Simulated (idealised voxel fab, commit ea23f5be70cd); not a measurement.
This section sets out a process module, namely voxel self aligned contacts.
Section shown: cut. Width: 260 nm. Cell size: 5 nm, square.
When this document writes out a cross-section, it uses a grid of square cells and lists it as bands, beginning at the top and moving down, with a band standing for one or more rows of cells. Heads up on the band format: heights come first, top then bottom, in nm. After that it's the materials left to right, each with its width in nm. A single material flagged "throughout" fills the whole band edge to edge, and "empty" means there's empty space there. The reference from which all heights are counted is 0, the level beneath which the as-received wafer is entirely one material; the lowest band, having no lower bound, proceeds downward and is written after the example "0 nm and below". Width spec "30 to 40" -> top row of cells at first value, bottom row at second value, equal per-row change in between. Key: "no change occurred" - step with no changed cell in the cross-section. "Closed empty spaces": empty spaces of 8 cells or more with no open way to the top, each given as width x height at distance, distance from the left edge, all in nm. On each step's line, the part that comes after the settings is the simulator's own comment on the step. The line of a step may include "overlay nm". On a step with a mask, this value is how far to the right of its planned place the mask lay. A negative value means the mask lay to the left.
Process steps - plan
1 op RECEIVE | material Si
2 op CONFORMAL_DEP | material SiO2 | thk nm 5
3 op DIRECTIONAL_DEP | material polySi | thk nm 20
4 op DIRECTIONAL_DEP | material SiN | thk nm 20
5 op DIRECTIONAL_DEP | material aC | thk nm 10
6 op PATTERN | tone cover | mask id GATE | material resist | width nm 30 | pitch nm 70 | thk nm 25 | overlay nm 0
7 op DIRECTIONAL_ETCH | etch materials aC | depth nm 10
8 op STRIP | etch materials resist
9 op DIRECTIONAL_ETCH | etch materials SiN | depth nm 20
10 op DIRECTIONAL_ETCH | etch materials polySi | depth nm 20
11 op STRIP | etch materials aC
12 op CONFORMAL_DEP | material SiN | thk nm 10
13 op DIRECTIONAL_ETCH | etch materials SiN | depth nm 10
14 op FILL_DEP | material SiO2 | thk nm 20
15 op CMP | height nm 55
16 op MASKED_ETCH | tone open | mask id CONTACT | width nm 50 | pitch nm 70 | etch materials SiO2 | depth nm 55 | overlay nm 0
17 op CONFORMAL_DEP | material TiN | thk nm 5
18 op FILL_DEP | material W | thk nm 5
19 op CMP | height nm 55
20 op CONFORMAL_DEP | material SiN | thk nm 5
First of two wafers, processed according to plan
Cross-section of the incoming wafer, state after step 1
* 0 nm and below  Si throughout
* Closed empty spaces: none
Cross-section through the wafer, step 2 finished
* 5 nm to 0 nm  SiO2 throughout
* Below 0 it's all the same as before, nothing changed down there.
Cross-section through the wafer, step 3 finished
* 25 nm to 5 nm  polySi throughout
* Below 5 it's all the same as before, nothing changed down there.
Cross-section through the wafer, step 4 finished
* 45 nm to 25 nm  SiN throughout
* Below 25 it's all the same as before, nothing changed down there.
Cross-section through the wafer, step 5 finished
* 55 nm to 45 nm  aC throughout
* Below 45 it's all the same as before, nothing changed down there.
Cross-section through the wafer, step 6 finished
* 80 nm to 55 nm  empty (45); resist (30); empty (40); resist (30); empty (40); resist (30); empty (45)
* Below 55 it's all the same as before, nothing changed down there.
Cross-section through the wafer, step 7 finished
* 70 nm to 55 nm  empty (45); resist (30); empty (40); resist (30); empty (40); resist (30); empty (45)
* 55 nm to 45 nm  empty (45); aC (30); empty (40); aC (30); empty (40); aC (30); empty (45)
* Below 45 it's all the same as before, nothing changed down there.
Cross-section through the wafer, step 8 finished
* 55 nm to 45 nm  empty (45); aC (30); empty (40); aC (30); empty (40); aC (30); empty (45)
* Below 45 it's all the same as before, nothing changed down there.
Cross-section through the wafer, step 9 finished
* 55 nm to 45 nm  empty (45); aC (30); empty (40); aC (30); empty (40); aC (30); empty (45)
* 45 nm to 25 nm  empty (45); SiN (30); empty (40); SiN (30); empty (40); SiN (30); empty (45)
* Below 25 it's all the same as before, nothing changed down there.
Cross-section through the wafer, step 10 finished
* 55 nm to 45 nm  empty (45); aC (30); empty (40); aC (30); empty (40); aC (30); empty (45)
* 45 nm to 25 nm  empty (45); SiN (30); empty (40); SiN (30); empty (40); SiN (30); empty (45)
* 25 nm to 5 nm  empty (45); polySi (30); empty (40); polySi (30); empty (40); polySi (30); empty (45)
* Below 5 it's all the same as before, nothing changed down there.
Cross-section through the wafer, step 11 finished
* 45 nm to 25 nm  empty (45); SiN (30); empty (40); SiN (30); empty (40); SiN (30); empty (45)
* Below 25 it's all the same as before, nothing changed down there.
Cross-section through the wafer, step 12 finished
* 55 nm to 25 nm  empty (35); SiN (50); empty (20); SiN (50); empty (20); SiN (50); empty (35)
* 25 nm to 15 nm  empty (35); SiN (10); polySi (30); SiN (10); empty (20); SiN (10); polySi (30); SiN (10); empty (20); SiN (10); polySi (30); SiN (10); empty (35)
* 15 nm to 5 nm  SiN (45); polySi (30); SiN (40); polySi (30); SiN (40); polySi (30); SiN (45)
* Below 5 it's all the same as before, nothing changed down there.
Cross-section through the wafer, step 13 finished
* 45 nm to 25 nm  empty (35); SiN (50); empty (20); SiN (50); empty (20); SiN (50); empty (35)
* 25 nm to 5 nm  empty (35); SiN (10); polySi (30); SiN (10); empty (20); SiN (10); polySi (30); SiN (10); empty (20); SiN (10); polySi (30); SiN (10); empty (35)
* Below 5 it's all the same as before, nothing changed down there.
Cross-section through the wafer, step 14 finished
* 65 nm to 45 nm  SiO2 throughout
* 45 nm to 25 nm  SiO2 (35); SiN (50); SiO2 (20); SiN (50); SiO2 (20); SiN (50); SiO2 (35)
* 25 nm to 5 nm  SiO2 (35); SiN (10); polySi (30); SiN (10); SiO2 (20); SiN (10); polySi (30); SiN (10); SiO2 (20); SiN (10); polySi (30); SiN (10); SiO2 (35)
* Below 5 it's all the same as before, nothing changed down there.
Cross-section through the wafer, step 15 finished
* 55 nm to 45 nm  SiO2 throughout
* Below 45 it's all the same as before, nothing changed down there.
Cross-section through the wafer, step 16 finished
* 55 nm to 45 nm  SiO2 (70); empty (50); SiO2 (20); empty (50); SiO2 (70)
* 45 nm to 25 nm  SiO2 (35); SiN (50); empty (20); SiN (50); empty (20); SiN (50); SiO2 (35)
* 25 nm to 5 nm  SiO2 (35); SiN (10); polySi (30); SiN (10); empty (20); SiN (10); polySi (30); SiN (10); empty (20); SiN (10); polySi (30); SiN (10); SiO2 (35)
* 5 nm to 0 nm  SiO2 (85); empty (20); SiO2 (50); empty (20); SiO2 (85)
* Below 0 it's all the same as before, nothing changed down there.
Cross-section through the wafer, step 17 finished
* 60 nm to 55 nm  TiN (75); empty (40); TiN (30); empty (40); TiN (75)
* 55 nm to 45 nm  SiO2 (70); TiN (5 to 20); empty (40 to 10); TiN (5 to 20); SiO2 (20); TiN (5 to 20); empty (40 to 10); TiN (5 to 20); SiO2 (70)
* 45 nm to 25 nm  SiO2 (35); SiN (50); TiN (5); empty (10); TiN (5); SiN (50); TiN (5); empty (10); TiN (5); SiN (50); SiO2 (35)
* 25 nm to 5 nm  SiO2 (35); SiN (10); polySi (30); SiN (10); TiN (5); empty (10); TiN (5); SiN (10); polySi (30); SiN (10); TiN (5); empty (10); TiN (5); SiN (10); polySi (30); SiN (10); SiO2 (35)
* 5 nm to 0 nm  SiO2 (85); TiN (20); SiO2 (50); TiN (20); SiO2 (85)
* Below 0 it's all the same as before, nothing changed down there.
Cross-section through the wafer, step 18 finished
* 65 nm to 60 nm  W throughout
* 60 nm to 55 nm  TiN (75); W (40); TiN (30); W (40); TiN (75)
* 55 nm to 45 nm  SiO2 (70); TiN (5 to 20); W (40 to 10); TiN (5 to 20); SiO2 (20); TiN (5 to 20); W (40 to 10); TiN (5 to 20); SiO2 (70)
* 45 nm to 25 nm  SiO2 (35); SiN (50); TiN (5); W (10); TiN (5); SiN (50); TiN (5); W (10); TiN (5); SiN (50); SiO2 (35)
* 25 nm to 5 nm  SiO2 (35); SiN (10); polySi (30); SiN (10); TiN (5); W (10); TiN (5); SiN (10); polySi (30); SiN (10); TiN (5); W (10); TiN (5); SiN (10); polySi (30); SiN (10); SiO2 (35)
* Below 5 it's all the same as before, nothing changed down there.
Cross-section through the wafer, step 19 finished
* 55 nm to 45 nm  SiO2 (70); TiN (5 to 20); W (40 to 10); TiN (5 to 20); SiO2 (20); TiN (5 to 20); W (40 to 10); TiN (5 to 20); SiO2 (70)
* Below 45 it's all the same as before, nothing changed down there.
Cross-section through the wafer, step 20 finished
* 60 nm to 55 nm  SiN throughout
* Below 55 it's all the same as before, nothing changed down there.
For the second wafer, take the first wafer's start and plan, then add one mistake made in running it; everything through step 13, that step included, is shared with the first
When step 14 should have ended
* 65 nm to 45 nm  aC throughout
* 45 nm to 25 nm  aC (35); SiN (50); aC (20); SiN (50); aC (20); SiN (50); aC (35)
* 25 nm to 5 nm  aC (35); SiN (10); polySi (30); SiN (10); aC (20); SiN (10); polySi (30); SiN (10); aC (20); SiN (10); polySi (30); SiN (10); aC (35)
* Below 5 it's all the same as before, nothing changed down there.
When step 15 should have ended
* 55 nm to 45 nm  aC throughout
* Below 45 it's all the same as before, nothing changed down there.
when step 16 should have ended: no change occurred
When step 17 should have ended
* 60 nm to 55 nm  TiN throughout
* Below 55 it's all the same as before, nothing changed down there.
When step 18 should have ended
* 65 nm to 60 nm  W throughout
* Below 60 it's all the same as before, nothing changed down there.
When step 19 should have ended
* 55 nm to 45 nm  aC throughout
* Below 45 it's all the same as before, nothing changed down there.
When step 20 should have ended
* 60 nm to 55 nm  SiN throughout
* Below 55 it's all the same as before, nothing changed down there.
The plan and the run diverged here: not per plan at step 14, really ran op FILL_DEP | material aC | thk nm 20
Bottom line after processing is that, in cells, the second wafer is up or down on some materials versus the first: 168 fewer of SiO2 | 60 fewer of TiN | 52 fewer of W | 280 more of aC
